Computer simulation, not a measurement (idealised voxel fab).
process module | voxel wiring stack
The figure presents cross-section cut, which has a width of 290 nm and is divided into square cells with an edge length of 5 nm.
In what follows, cross-sections appear as grids of square cells, described through bands that run from the top down, where every band is one or more rows of cells. Top, bottom (nm), then materials left to right with widths (nm); lone material tagged "throughout" fills the whole band edge to edge; "air" = empty space. Height 0 is the level under which the wafer as received is all one material. The lowest band goes on downwards, as in "0 nm and below". The width entry "30 to 40" should be interpreted row by row: the top row of cells in the band takes the first number, the bottom row takes the second number, and the change between adjacent rows is uniform throughout. For the purposes of this document, the phrase "nothing was modified" attached to a step denotes that no cell within the cross-section was modified by that step. Empty spaces counting at least 8 cells and having no open way to the top are listed in "Closed void roster". The notation width x height at distance is used for each, the distance being from the left edge and all three values in nm. Read whatever lies past the settings on a step's line as the simulator's own remark about the step. overlay nm: mask offset rightward from planned place, masked step; negative means leftward offset.
**These are the steps we planned for the process**
step 1: RECEIVE | material Si
step 2: CONFORMAL_DEP | material SiO2 | thk nm 10
step 3: CONFORMAL_DEP | material SiCN | thk nm 5
step 4: DIRECTIONAL_DEP | material SiO2 | thk nm 25
step 5: MASKED_ETCH | tone open | mask id METAL_1 | width nm 20 | pitch nm 45 | etch materials SiO2 | depth nm 25 | overlay nm 0
step 6: MASKED_ETCH | tone open | mask id METAL_1 | width nm 20 | pitch nm 45 | etch materials SiCN | depth nm 5 | overlay nm 0
step 7: CONFORMAL_DEP | material TiN | thk nm 5
step 8: FILL_DEP | material Cu | thk nm 5
step 9: CMP | height nm 40
step 10: CONFORMAL_DEP | material SiCN | thk nm 5
step 11: DIRECTIONAL_DEP | material SiO2 | thk nm 30
step 12: MASKED_ETCH | tone open | mask id METAL_2 | width nm 20 | pitch nm 45 | etch materials SiO2 | depth nm 15 | overlay nm 0
step 13: PATTERN | tone open | mask id METAL_2_HOLES | material resist | width nm 15 | thk nm 15 | overlay nm 0
step 14: DIRECTIONAL_ETCH | etch materials SiO2 | depth nm 15
step 15: DIRECTIONAL_ETCH | etch materials SiCN | depth nm 5
step 16: STRIP | etch materials resist
step 17: CONFORMAL_DEP | material TiN | thk nm 5
step 18: FILL_DEP | material Cu | thk nm 5
step 19: CMP | height nm 75
step 20: CONFORMAL_DEP | material SiCN | thk nm 5
step 21: DIRECTIONAL_DEP | material lowk | thk nm 30
step 22: PATTERN | tone open | mask id METAL_3_HOLES | material resist | width nm 15 | pitch nm 45 | thk nm 20 | overlay nm 0
step 23: DIRECTIONAL_ETCH | etch materials lowk | depth nm 30
step 24: STRIP | etch materials resist
step 25: MASKED_ETCH | tone open | mask id METAL_3 | width nm 20 | pitch nm 45 | etch materials lowk | depth nm 15 | overlay nm 0
step 26: MASKED_ETCH | tone open | mask id METAL_3 | width nm 20 | pitch nm 45 | etch materials SiCN | depth nm 5 | overlay nm 0
step 27: CONFORMAL_DEP | material TiN | thk nm 5
step 28: FILL_DEP | material Ru | thk nm 5
step 29: CMP | height nm 110
step 30: CONFORMAL_DEP | material SiCN | thk nm 5
step 31: DIRECTIONAL_DEP | material lowk | thk nm 35
step 32: DIRECTIONAL_DEP | material aC | thk nm 10
step 33: PATTERN | tone open | mask id METAL_4_HOLES | material resist | width nm 15 | thk nm 25 | overlay nm 0
step 34: DIRECTIONAL_ETCH | etch materials aC | depth nm 10
step 35: STRIP | etch materials resist
step 36: DIRECTIONAL_ETCH | etch materials lowk | depth nm 35
step 37: STRIP | etch materials aC
step 38: PATTERN | tone open | mask id METAL_4 | material resist | width nm 20 | pitch nm 45 | thk nm 15 | overlay nm 0
step 39: DIRECTIONAL_ETCH | etch materials lowk | depth nm 20
step 40: DIRECTIONAL_ETCH | etch materials SiCN | depth nm 5
step 41: STRIP | etch materials resist
step 42: CONFORMAL_DEP | material TiN | thk nm 5
step 43: FILL_DEP | material Cu | thk nm 10
step 44: CMP | height nm 150
step 45: CONFORMAL_DEP | material SiN | thk nm 5
**What follows covers the first of two wafers; it ran as planned**
**Here's what the wafer looked like in cross-section when it arrived - that's after step 1**
  0 nm and below  Si throughout
  Closed void roster: none
**Upon completion of step 2, the wafer appears in cross-section as shown**
  10 nm to 0 nm  SiO2 throughout
  Below 0, the layers are the same as they were.
**Upon completion of step 3, the wafer appears in cross-section as shown**
  15 nm to 10 nm  SiCN throughout
  Below 10, the layers are the same as they were.
**Upon completion of step 4, the wafer appears in cross-section as shown**
  40 nm to 15 nm  SiO2 throughout
  Below 15, the layers are the same as they were.
**Upon completion of step 5, the wafer appears in cross-section as shown**
  40 nm to 15 nm  SiO2 110 nm / air 20 nm / SiO2 25 nm / air 20 nm / SiO2 115 nm
  Below 15, the layers are the same as they were.
**Upon completion of step 6, the wafer appears in cross-section as shown**
  40 nm to 15 nm  SiO2 110 nm / air 20 nm / SiO2 25 nm / air 20 nm / SiO2 115 nm
  15 nm to 10 nm  SiCN 110 nm / air 20 nm / SiCN 25 nm / air 20 nm / SiCN 115 nm
  Below 10, the layers are the same as they were.
**Upon completion of step 7, the wafer appears in cross-section as shown**
  45 nm to 40 nm  TiN 115 nm / air 10 nm / TiN 35 nm / air 10 nm / TiN 120 nm
  40 nm to 15 nm  SiO2 110 nm / TiN 5 nm / air 10 nm / TiN 5 nm / SiO2 25 nm / TiN 5 nm / air 10 nm / TiN 5 nm / SiO2 115 nm
  15 nm to 10 nm  SiCN 110 nm / TiN 20 nm / SiCN 25 nm / TiN 20 nm / SiCN 115 nm
  Below 10, the layers are the same as they were.
**Upon completion of step 8, the wafer appears in cross-section as shown**
  50 nm to 45 nm  Cu throughout
  45 nm to 40 nm  TiN 115 nm / Cu 10 nm / TiN 35 nm / Cu 10 nm / TiN 120 nm
  40 nm to 15 nm  SiO2 110 nm / TiN 5 nm / Cu 10 nm / TiN 5 nm / SiO2 25 nm / TiN 5 nm / Cu 10 nm / TiN 5 nm / SiO2 115 nm
  Below 15, the layers are the same as they were.
**Upon completion of step 9, the wafer appears in cross-section as shown**
  40 nm to 15 nm  SiO2 110 nm / TiN 5 nm / Cu 10 nm / TiN 5 nm / SiO2 25 nm / TiN 5 nm / Cu 10 nm / TiN 5 nm / SiO2 115 nm
  Below 15, the layers are the same as they were.
**Upon completion of step 10, the wafer appears in cross-section as shown**
  45 nm to 40 nm  SiCN throughout
  Below 40, the layers are the same as they were.
**Upon completion of step 11, the wafer appears in cross-section as shown**
  75 nm to 45 nm  SiO2 throughout
  Below 45, the layers are the same as they were.
**Upon completion of step 12, the wafer appears in cross-section as shown**
  75 nm to 60 nm  SiO2 110 nm / air 20 nm / SiO2 25 nm / air 20 nm / SiO2 115 nm
  Below 60, the layers are the same as they were.
**Upon completion of step 13, the wafer appears in cross-section as shown**
  90 nm to 75 nm  resist 110 nm / air 15 nm / resist 165 nm
  75 nm to 60 nm  SiO2 110 nm / air 15 nm / resist 5 nm / SiO2 25 nm / resist 20 nm / SiO2 115 nm
  Below 60, the layers are the same as they were.
**Upon completion of step 14, the wafer appears in cross-section as shown**
  90 nm to 75 nm  resist 110 nm / air 15 nm / resist 165 nm
  75 nm to 60 nm  SiO2 110 nm / air 15 nm / resist 5 nm / SiO2 25 nm / resist 20 nm / SiO2 115 nm
  60 nm to 45 nm  SiO2 110 nm / air 15 nm / SiO2 165 nm
  Below 45, the layers are the same as they were.
**Upon completion of step 15, the wafer appears in cross-section as shown**
  90 nm to 75 nm  resist 110 nm / air 15 nm / resist 165 nm
  75 nm to 60 nm  SiO2 110 nm / air 15 nm / resist 5 nm / SiO2 25 nm / resist 20 nm / SiO2 115 nm
  60 nm to 45 nm  SiO2 110 nm / air 15 nm / SiO2 165 nm
  45 nm to 40 nm  SiCN 110 nm / air 15 nm / SiCN 165 nm
  Below 40, the layers are the same as they were.
**Upon completion of step 16, the wafer appears in cross-section as shown**
  75 nm to 60 nm  SiO2 110 nm / air 20 nm / SiO2 25 nm / air 20 nm / SiO2 115 nm
  Below 60, the layers are the same as they were.
**Upon completion of step 17, the wafer appears in cross-section as shown**
  80 nm to 75 nm  TiN 115 nm / air 10 nm / TiN 35 nm / air 10 nm / TiN 120 nm
  75 nm to 65 nm  SiO2 110 nm / TiN 5 nm / air 10 nm / TiN 5 nm / SiO2 25 nm / TiN 5 nm / air 10 nm / TiN 5 nm / SiO2 115 nm
  65 nm to 60 nm  SiO2 110 nm / TiN 5 nm / air 5 nm / TiN 10 nm / SiO2 25 nm / TiN 20 nm / SiO2 115 nm
  60 nm to 45 nm  SiO2 110 nm / TiN 5 nm / air 5 nm / TiN 5 nm / SiO2 165 nm
  45 nm to 40 nm  SiCN 110 nm / TiN 15 nm / SiCN 165 nm
  Below 40, the layers are the same as they were.
**Upon completion of step 18, the wafer appears in cross-section as shown**
  85 nm to 80 nm  Cu throughout
  80 nm to 75 nm  TiN 115 nm / Cu 10 nm / TiN 35 nm / Cu 10 nm / TiN 120 nm
  75 nm to 65 nm  SiO2 110 nm / TiN 5 nm / Cu 10 nm / TiN 5 nm / SiO2 25 nm / TiN 5 nm / Cu 10 nm / TiN 5 nm / SiO2 115 nm
  65 nm to 60 nm  SiO2 110 nm / TiN 5 nm / Cu 5 nm / TiN 10 nm / SiO2 25 nm / TiN 20 nm / SiO2 115 nm
  60 nm to 45 nm  SiO2 110 nm / TiN 5 nm / Cu 5 nm / TiN 5 nm / SiO2 165 nm
  Below 45, the layers are the same as they were.
**Upon completion of step 19, the wafer appears in cross-section as shown**
  75 nm to 65 nm  SiO2 110 nm / TiN 5 nm / Cu 10 nm / TiN 5 nm / SiO2 25 nm / TiN 5 nm / Cu 10 nm / TiN 5 nm / SiO2 115 nm
  Below 65, the layers are the same as they were.
**Upon completion of step 20, the wafer appears in cross-section as shown**
  80 nm to 75 nm  SiCN throughout
  Below 75, the layers are the same as they were.
**Upon completion of step 21, the wafer appears in cross-section as shown**
  110 nm to 80 nm  lowk throughout
  Below 80, the layers are the same as they were.
**Upon completion of step 22, the wafer appears in cross-section as shown**
  130 nm to 110 nm  resist 110 nm / air 15 nm / resist 30 nm / air 15 nm / resist 120 nm
  Below 110, the layers are the same as they were.
**Upon completion of step 23, the wafer appears in cross-section as shown**
  130 nm to 110 nm  resist 110 nm / air 15 nm / resist 30 nm / air 15 nm / resist 120 nm
  110 nm to 80 nm  lowk 110 nm / air 15 nm / lowk 30 nm / air 15 nm / lowk 120 nm
  Below 80, the layers are the same as they were.
**Upon completion of step 24, the wafer appears in cross-section as shown**
  110 nm to 80 nm  lowk 110 nm / air 15 nm / lowk 30 nm / air 15 nm / lowk 120 nm
  Below 80, the layers are the same as they were.
**Upon completion of step 25, the wafer appears in cross-section as shown**
  110 nm to 95 nm  lowk 110 nm / air 20 nm / lowk 25 nm / air 20 nm / lowk 115 nm
  Below 95, the layers are the same as they were.
**Upon completion of step 26, the wafer appears in cross-section as shown**
  110 nm to 95 nm  lowk 110 nm / air 20 nm / lowk 25 nm / air 20 nm / lowk 115 nm
  95 nm to 80 nm  lowk 110 nm / air 15 nm / lowk 30 nm / air 15 nm / lowk 120 nm
  80 nm to 75 nm  SiCN 110 nm / air 15 nm / SiCN 30 nm / air 15 nm / SiCN 120 nm
  Below 75, the layers are the same as they were.
**Upon completion of step 27, the wafer appears in cross-section as shown**
  115 nm to 110 nm  TiN 115 nm / air 10 nm / TiN 35 nm / air 10 nm / TiN 120 nm
  110 nm to 100 nm  lowk 110 nm / TiN 5 nm / air 10 nm / TiN 5 nm / lowk 25 nm / TiN 5 nm / air 10 nm / TiN 5 nm / lowk 115 nm
  100 nm to 95 nm  lowk 110 nm / TiN 5 nm / air 5 nm / TiN 10 nm / lowk 25 nm / TiN 5 nm / air 5 nm / TiN 10 nm / lowk 115 nm
  95 nm to 80 nm  lowk 110 nm / TiN 5 nm / air 5 nm / TiN 5 nm / lowk 30 nm / TiN 5 nm / air 5 nm / TiN 5 nm / lowk 120 nm
  80 nm to 75 nm  SiCN 110 nm / TiN 15 nm / SiCN 30 nm / TiN 15 nm / SiCN 120 nm
  Below 75, the layers are the same as they were.
**Upon completion of step 28, the wafer appears in cross-section as shown**
  120 nm to 115 nm  Ru throughout
  115 nm to 110 nm  TiN 115 nm / Ru 10 nm / TiN 35 nm / Ru 10 nm / TiN 120 nm
  110 nm to 100 nm  lowk 110 nm / TiN 5 nm / Ru 10 nm / TiN 5 nm / lowk 25 nm / TiN 5 nm / Ru 10 nm / TiN 5 nm / lowk 115 nm
  100 nm to 95 nm  lowk 110 nm / TiN 5 nm / Ru 5 nm / TiN 10 nm / lowk 25 nm / TiN 5 nm / Ru 5 nm / TiN 10 nm / lowk 115 nm
  95 nm to 80 nm  lowk 110 nm / TiN 5 nm / Ru 5 nm / TiN 5 nm / lowk 30 nm / TiN 5 nm / Ru 5 nm / TiN 5 nm / lowk 120 nm
  Below 80, the layers are the same as they were.
**Upon completion of step 29, the wafer appears in cross-section as shown**
  110 nm to 100 nm  lowk 110 nm / TiN 5 nm / Ru 10 nm / TiN 5 nm / lowk 25 nm / TiN 5 nm / Ru 10 nm / TiN 5 nm / lowk 115 nm
  Below 100, the layers are the same as they were.
**Upon completion of step 30, the wafer appears in cross-section as shown**
  115 nm to 110 nm  SiCN throughout
  Below 110, the layers are the same as they were.
**Upon completion of step 31, the wafer appears in cross-section as shown**
  150 nm to 115 nm  lowk throughout
  Below 115, the layers are the same as they were.
**Upon completion of step 32, the wafer appears in cross-section as shown**
  160 nm to 150 nm  aC throughout
  Below 150, the layers are the same as they were.
**Upon completion of step 33, the wafer appears in cross-section as shown**
  185 nm to 160 nm  resist 110 nm / air 15 nm / resist 165 nm
  Below 160, the layers are the same as they were.
**Upon completion of step 34, the wafer appears in cross-section as shown**
  175 nm to 160 nm  resist 110 nm / air 15 nm / resist 165 nm
  160 nm to 150 nm  aC 110 nm / air 15 nm / aC 165 nm
  Below 150, the layers are the same as they were.
**Upon completion of step 35, the wafer appears in cross-section as shown**
  160 nm to 150 nm  aC 110 nm / air 15 nm / aC 165 nm
  Below 150, the layers are the same as they were.
**Upon completion of step 36, the wafer appears in cross-section as shown**
  160 nm to 150 nm  aC 110 nm / air 15 nm / aC 165 nm
  150 nm to 115 nm  lowk 110 nm / air 15 nm / lowk 165 nm
  Below 115, the layers are the same as they were.
**Upon completion of step 37, the wafer appears in cross-section as shown**
  150 nm to 115 nm  lowk 110 nm / air 15 nm / lowk 165 nm
  Below 115, the layers are the same as they were.
**Upon completion of step 38, the wafer appears in cross-section as shown**
  165 nm to 150 nm  resist 110 nm / air 20 nm / resist 25 nm / air 20 nm / resist 115 nm
  Below 150, the layers are the same as they were.
**Upon completion of step 39, the wafer appears in cross-section as shown**
  165 nm to 150 nm  resist 110 nm / air 20 nm / resist 25 nm / air 20 nm / resist 115 nm
  150 nm to 130 nm  lowk 110 nm / air 20 nm / lowk 25 nm / air 20 nm / lowk 115 nm
  Below 130, the layers are the same as they were.
**Upon completion of step 40, the wafer appears in cross-section as shown**
  165 nm to 150 nm  resist 110 nm / air 20 nm / resist 25 nm / air 20 nm / resist 115 nm
  150 nm to 130 nm  lowk 110 nm / air 20 nm / lowk 25 nm / air 20 nm / lowk 115 nm
  130 nm to 115 nm  lowk 110 nm / air 15 nm / lowk 165 nm
  115 nm to 110 nm  SiCN 110 nm / air 15 nm / SiCN 165 nm
  Below 110, the layers are the same as they were.
**Upon completion of step 41, the wafer appears in cross-section as shown**
  150 nm to 130 nm  lowk 110 nm / air 20 nm / lowk 25 nm / air 20 nm / lowk 115 nm
  Below 130, the layers are the same as they were.
**Upon completion of step 42, the wafer appears in cross-section as shown**
  155 nm to 150 nm  TiN 115 nm / air 10 nm / TiN 35 nm / air 10 nm / TiN 120 nm
  150 nm to 135 nm  lowk 110 nm / TiN 5 nm / air 10 nm / TiN 5 nm / lowk 25 nm / TiN 5 nm / air 10 nm / TiN 5 nm / lowk 115 nm
  135 nm to 130 nm  lowk 110 nm / TiN 5 nm / air 5 nm / TiN 10 nm / lowk 25 nm / TiN 20 nm / lowk 115 nm
  130 nm to 115 nm  lowk 110 nm / TiN 5 nm / air 5 nm / TiN 5 nm / lowk 165 nm
  115 nm to 110 nm  SiCN 110 nm / TiN 15 nm / SiCN 165 nm
  Below 110, the layers are the same as they were.
**Upon completion of step 43, the wafer appears in cross-section as shown**
  165 nm to 155 nm  Cu throughout
  155 nm to 150 nm  TiN 115 nm / Cu 10 nm / TiN 35 nm / Cu 10 nm / TiN 120 nm
  150 nm to 135 nm  lowk 110 nm / TiN 5 nm / Cu 10 nm / TiN 5 nm / lowk 25 nm / TiN 5 nm / Cu 10 nm / TiN 5 nm / lowk 115 nm
  135 nm to 130 nm  lowk 110 nm / TiN 5 nm / Cu 5 nm / TiN 10 nm / lowk 25 nm / TiN 20 nm / lowk 115 nm
  130 nm to 115 nm  lowk 110 nm / TiN 5 nm / Cu 5 nm / TiN 5 nm / lowk 165 nm
  Below 115, the layers are the same as they were.
**Upon completion of step 44, the wafer appears in cross-section as shown**
  150 nm to 135 nm  lowk 110 nm / TiN 5 nm / Cu 10 nm / TiN 5 nm / lowk 25 nm / TiN 5 nm / Cu 10 nm / TiN 5 nm / lowk 115 nm
  Below 135, the layers are the same as they were.
**Upon completion of step 45, the wafer appears in cross-section as shown**
  155 nm to 150 nm  SiN throughout
  Below 150, the layers are the same as they were.
**Now the other wafer: same start, same recipe, but we messed up one thing when running it. Up to and including step 16 it's the same as the first one**
**Second wafer: cross-section at the scheduled end of step 17**
  80 nm to 65 nm  SiO2 115 nm / air 10 nm / SiO2 35 nm / air 10 nm / SiO2 120 nm
  65 nm to 45 nm  SiO2 115 nm / air 5 nm / SiO2 170 nm
  45 nm to 40 nm  SiCN 110 nm / SiO2 15 nm / SiCN 165 nm
  Below 40, the layers are the same as they were.
**Second wafer: cross-section at the scheduled end of step 18**
  85 nm to 80 nm  Cu throughout
  80 nm to 65 nm  SiO2 115 nm / Cu 10 nm / SiO2 35 nm / Cu 10 nm / SiO2 120 nm
  65 nm to 45 nm  SiO2 115 nm / Cu 5 nm / SiO2 170 nm
  Below 45, the layers are the same as they were.
**Second wafer: cross-section at the scheduled end of step 19**
  75 nm to 65 nm  SiO2 115 nm / Cu 10 nm / SiO2 35 nm / Cu 10 nm / SiO2 120 nm
  Below 65, the layers are the same as they were.
**Second wafer: cross-section at the scheduled end of step 20**
  80 nm to 75 nm  SiCN throughout
  Below 75, the layers are the same as they were.
**Second wafer: cross-section at the scheduled end of step 21**
  110 nm to 80 nm  lowk throughout
  Below 80, the layers are the same as they were.
**Second wafer: cross-section at the scheduled end of step 22**
  130 nm to 110 nm  resist 110 nm / air 15 nm / resist 30 nm / air 15 nm / resist 120 nm
  Below 110, the layers are the same as they were.
**Second wafer: cross-section at the scheduled end of step 23**
  130 nm to 110 nm  resist 110 nm / air 15 nm / resist 30 nm / air 15 nm / resist 120 nm
  110 nm to 80 nm  lowk 110 nm / air 15 nm / lowk 30 nm / air 15 nm / lowk 120 nm
  Below 80, the layers are the same as they were.
**Second wafer: cross-section at the scheduled end of step 24**
  110 nm to 80 nm  lowk 110 nm / air 15 nm / lowk 30 nm / air 15 nm / lowk 120 nm
  Below 80, the layers are the same as they were.
**Second wafer: cross-section at the scheduled end of step 25**
  110 nm to 95 nm  lowk 110 nm / air 20 nm / lowk 25 nm / air 20 nm / lowk 115 nm
  Below 95, the layers are the same as they were.
**Second wafer: cross-section at the scheduled end of step 26**
  110 nm to 95 nm  lowk 110 nm / air 20 nm / lowk 25 nm / air 20 nm / lowk 115 nm
  95 nm to 80 nm  lowk 110 nm / air 15 nm / lowk 30 nm / air 15 nm / lowk 120 nm
  80 nm to 75 nm  SiCN 110 nm / air 15 nm / SiCN 30 nm / air 15 nm / SiCN 120 nm
  Below 75, the layers are the same as they were.
**Second wafer: cross-section at the scheduled end of step 27**
  115 nm to 110 nm  TiN 115 nm / air 10 nm / TiN 35 nm / air 10 nm / TiN 120 nm
  110 nm to 100 nm  lowk 110 nm / TiN 5 nm / air 10 nm / TiN 5 nm / lowk 25 nm / TiN 5 nm / air 10 nm / TiN 5 nm / lowk 115 nm
  100 nm to 95 nm  lowk 110 nm / TiN 5 nm / air 5 nm / TiN 10 nm / lowk 25 nm / TiN 5 nm / air 5 nm / TiN 10 nm / lowk 115 nm
  95 nm to 80 nm  lowk 110 nm / TiN 5 nm / air 5 nm / TiN 5 nm / lowk 30 nm / TiN 5 nm / air 5 nm / TiN 5 nm / lowk 120 nm
  80 nm to 75 nm  SiCN 110 nm / TiN 15 nm / SiCN 30 nm / TiN 15 nm / SiCN 120 nm
  Below 75, the layers are the same as they were.
**Second wafer: cross-section at the scheduled end of step 28**
  120 nm to 115 nm  Ru throughout
  115 nm to 110 nm  TiN 115 nm / Ru 10 nm / TiN 35 nm / Ru 10 nm / TiN 120 nm
  110 nm to 100 nm  lowk 110 nm / TiN 5 nm / Ru 10 nm / TiN 5 nm / lowk 25 nm / TiN 5 nm / Ru 10 nm / TiN 5 nm / lowk 115 nm
  100 nm to 95 nm  lowk 110 nm / TiN 5 nm / Ru 5 nm / TiN 10 nm / lowk 25 nm / TiN 5 nm / Ru 5 nm / TiN 10 nm / lowk 115 nm
  95 nm to 80 nm  lowk 110 nm / TiN 5 nm / Ru 5 nm / TiN 5 nm / lowk 30 nm / TiN 5 nm / Ru 5 nm / TiN 5 nm / lowk 120 nm
  Below 80, the layers are the same as they were.
**Second wafer: cross-section at the scheduled end of step 29**
  110 nm to 100 nm  lowk 110 nm / TiN 5 nm / Ru 10 nm / TiN 5 nm / lowk 25 nm / TiN 5 nm / Ru 10 nm / TiN 5 nm / lowk 115 nm
  Below 100, the layers are the same as they were.
**Second wafer: cross-section at the scheduled end of step 30**
  115 nm to 110 nm  SiCN throughout
  Below 110, the layers are the same as they were.
**Second wafer: cross-section at the scheduled end of step 31**
  150 nm to 115 nm  lowk throughout
  Below 115, the layers are the same as they were.
**Second wafer: cross-section at the scheduled end of step 32**
  160 nm to 150 nm  aC throughout
  Below 150, the layers are the same as they were.
**Second wafer: cross-section at the scheduled end of step 33**
  185 nm to 160 nm  resist 110 nm / air 15 nm / resist 165 nm
  Below 160, the layers are the same as they were.
**Second wafer: cross-section at the scheduled end of step 34**
  175 nm to 160 nm  resist 110 nm / air 15 nm / resist 165 nm
  160 nm to 150 nm  aC 110 nm / air 15 nm / aC 165 nm
  Below 150, the layers are the same as they were.
**Second wafer: cross-section at the scheduled end of step 35**
  160 nm to 150 nm  aC 110 nm / air 15 nm / aC 165 nm
  Below 150, the layers are the same as they were.
**Second wafer: cross-section at the scheduled end of step 36**
  160 nm to 150 nm  aC 110 nm / air 15 nm / aC 165 nm
  150 nm to 115 nm  lowk 110 nm / air 15 nm / lowk 165 nm
  Below 115, the layers are the same as they were.
**Second wafer: cross-section at the scheduled end of step 37**
  150 nm to 115 nm  lowk 110 nm / air 15 nm / lowk 165 nm
  Below 115, the layers are the same as they were.
**Second wafer: cross-section at the scheduled end of step 38**
  165 nm to 150 nm  resist 110 nm / air 20 nm / resist 25 nm / air 20 nm / resist 115 nm
  Below 150, the layers are the same as they were.
**Second wafer: cross-section at the scheduled end of step 39**
  165 nm to 150 nm  resist 110 nm / air 20 nm / resist 25 nm / air 20 nm / resist 115 nm
  150 nm to 130 nm  lowk 110 nm / air 20 nm / lowk 25 nm / air 20 nm / lowk 115 nm
  Below 130, the layers are the same as they were.
**Second wafer: cross-section at the scheduled end of step 40**
  165 nm to 150 nm  resist 110 nm / air 20 nm / resist 25 nm / air 20 nm / resist 115 nm
  150 nm to 130 nm  lowk 110 nm / air 20 nm / lowk 25 nm / air 20 nm / lowk 115 nm
  130 nm to 115 nm  lowk 110 nm / air 15 nm / lowk 165 nm
  115 nm to 110 nm  SiCN 110 nm / air 15 nm / SiCN 165 nm
  Below 110, the layers are the same as they were.
**Second wafer: cross-section at the scheduled end of step 41**
  150 nm to 130 nm  lowk 110 nm / air 20 nm / lowk 25 nm / air 20 nm / lowk 115 nm
  Below 130, the layers are the same as they were.
**Second wafer: cross-section at the scheduled end of step 42**
  155 nm to 150 nm  TiN 115 nm / air 10 nm / TiN 35 nm / air 10 nm / TiN 120 nm
  150 nm to 135 nm  lowk 110 nm / TiN 5 nm / air 10 nm / TiN 5 nm / lowk 25 nm / TiN 5 nm / air 10 nm / TiN 5 nm / lowk 115 nm
  135 nm to 130 nm  lowk 110 nm / TiN 5 nm / air 5 nm / TiN 10 nm / lowk 25 nm / TiN 20 nm / lowk 115 nm
  130 nm to 115 nm  lowk 110 nm / TiN 5 nm / air 5 nm / TiN 5 nm / lowk 165 nm
  115 nm to 110 nm  SiCN 110 nm / TiN 15 nm / SiCN 165 nm
  Below 110, the layers are the same as they were.
**Second wafer: cross-section at the scheduled end of step 43**
  165 nm to 155 nm  Cu throughout
  155 nm to 150 nm  TiN 115 nm / Cu 10 nm / TiN 35 nm / Cu 10 nm / TiN 120 nm
  150 nm to 135 nm  lowk 110 nm / TiN 5 nm / Cu 10 nm / TiN 5 nm / lowk 25 nm / TiN 5 nm / Cu 10 nm / TiN 5 nm / lowk 115 nm
  135 nm to 130 nm  lowk 110 nm / TiN 5 nm / Cu 5 nm / TiN 10 nm / lowk 25 nm / TiN 20 nm / lowk 115 nm
  130 nm to 115 nm  lowk 110 nm / TiN 5 nm / Cu 5 nm / TiN 5 nm / lowk 165 nm
  Below 115, the layers are the same as they were.
**Second wafer: cross-section at the scheduled end of step 44**
  150 nm to 135 nm  lowk 110 nm / TiN 5 nm / Cu 10 nm / TiN 5 nm / lowk 25 nm / TiN 5 nm / Cu 10 nm / TiN 5 nm / lowk 115 nm
  Below 135, the layers are the same as they were.
**Second wafer: cross-section at the scheduled end of step 45**
  155 nm to 150 nm  SiN throughout
  Below 150, the layers are the same as they were.
Against the plan, the run slipped here: step 17 did not happen as planned, as run it was CONFORMAL_DEP | material SiO2 | thk nm 5
Final wafer comparison in cells, second versus first, more or fewer per material: 24 more of SiO2 | 24 fewer of TiN
